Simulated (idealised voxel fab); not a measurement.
You're looking at the process module voxel self aligned contacts.
225 nm wide, 5 nm square cells: that's cross-section cut.
For the purposes of this document, a cross-section shall be understood as a grid of square cells, specified as bands listed in top-to-bottom order, each band consisting of one or more rows of cells.
Read a band's entry like this: the first values are the height of its top and the height of its bottom in nm, and what follows is the sequence of materials from left to right, each with its width in nm. Note that "empty" is empty space, and that a single material marked "all across" reaches across the band from edge to edge.
For the purposes of this specification, 0 denotes the height below which the wafer in its as-received condition is composed wholly of one material, and the lowermost band, lacking a lower limit, extends downward without end, as expressed in "0 -> down".
Width spec "30->40" -> top row of cells at first value, bottom row at second value, equal per-row change in between.
A step reported as "identical to before" is a step in which no cell of the cross-section changed.
Enclosed voids (no open way to top), threshold 8 cells or more, entry "Unvented internal voids", notation width x height at distance, distance from left edge, nm.
Text after the settings on a step's line: the simulator's own remark on that step.
What "overlay nm" on a step's line means: if the step has a mask, that mask lay this far to the right of its planned place, or, when the value is negative, to the left.
Planned step list for the process:
step 1: RECEIVE with material Si
step 2: CONFORMAL_DEP with material SiO2, thk nm 5
step 3: DIRECTIONAL_DEP with material polySi, thk nm 30
step 4: DIRECTIONAL_DEP with material SiN, thk nm 20
step 5: PATTERN with tone cover, mask id GATE, material resist, width nm 25, pitch nm 60, thk nm 20, overlay nm 0
step 6: DIRECTIONAL_ETCH with etch materials SiN, depth nm 20
step 7: DIRECTIONAL_ETCH with etch materials polySi, depth nm 30
step 8: STRIP with etch materials resist
step 9: CONFORMAL_DEP with material SiN, thk nm 5
step 10: DIRECTIONAL_ETCH with etch materials SiN, depth nm 5
step 11: FILL_DEP with material SiO2, thk nm 15
step 12: CMP with height nm 60
step 13: MASKED_ETCH with tone open, mask id CONTACT, width nm 45, etch materials SiO2, depth nm 60, overlay nm 0
step 14: CONFORMAL_DEP with material TiN, thk nm 5
step 15: FILL_DEP with material Ru, thk nm 10
step 16: CMP with height nm 60
step 17: CONFORMAL_DEP with material SiCN, thk nm 5
Wafer as received: cross-section following step 1:
  0 -> down = Si all across
  Unvented internal voids: none
Sectioned view, first of two wafers, at the close of the module, processed as intended in the plan:
  65 -> 60 = SiCN all across
  60 -> 55 = SiO2 (90); TiN (15); Ru (15); TiN (15); SiO2 (90)
  55 -> 35 = SiO2 (65); SiN (35); TiN (5); Ru (15); TiN (5); SiN (35); SiO2 (65)
  35 -> 5 = SiO2 (65); SiN (5); polySi (25); SiN (5); TiN (5); Ru (15); TiN (5); SiN (5); polySi (25); SiN (5); SiO2 (65)
  5 -> 0 = SiO2 (100); TiN (25); SiO2 (100)
  0 -> down = Si all across
  Unvented internal voids: none
This cross-section belongs to the second wafer of two at the end of the module; the start and the plan were shared with the first, and the run included one mistake:
  65 -> 60 = SiCN all across
  60 -> 55 = SiO2 (90); TiN (15); Ru (15); TiN (15); SiO2 (90)
  55 -> 35 = SiO2 (65); SiN (35); TiN (5); Ru (15); TiN (5); SiN (35); SiO2 (65)
  35 -> 30 = SiO2 (100); TiN (25); SiO2 (100)
  30 -> 0 = polySi all across
  0 -> down = Si all across
  Unvented internal voids: none
Finding, execution versus plan: the processing plan was not followed for steps 2 and 3, which were run with their positions exchanged
Materials where the second wafer ends with more or fewer cells than the first: Ru -18 | SiN -24 | SiO2 -156 | TiN -12 | polySi +210
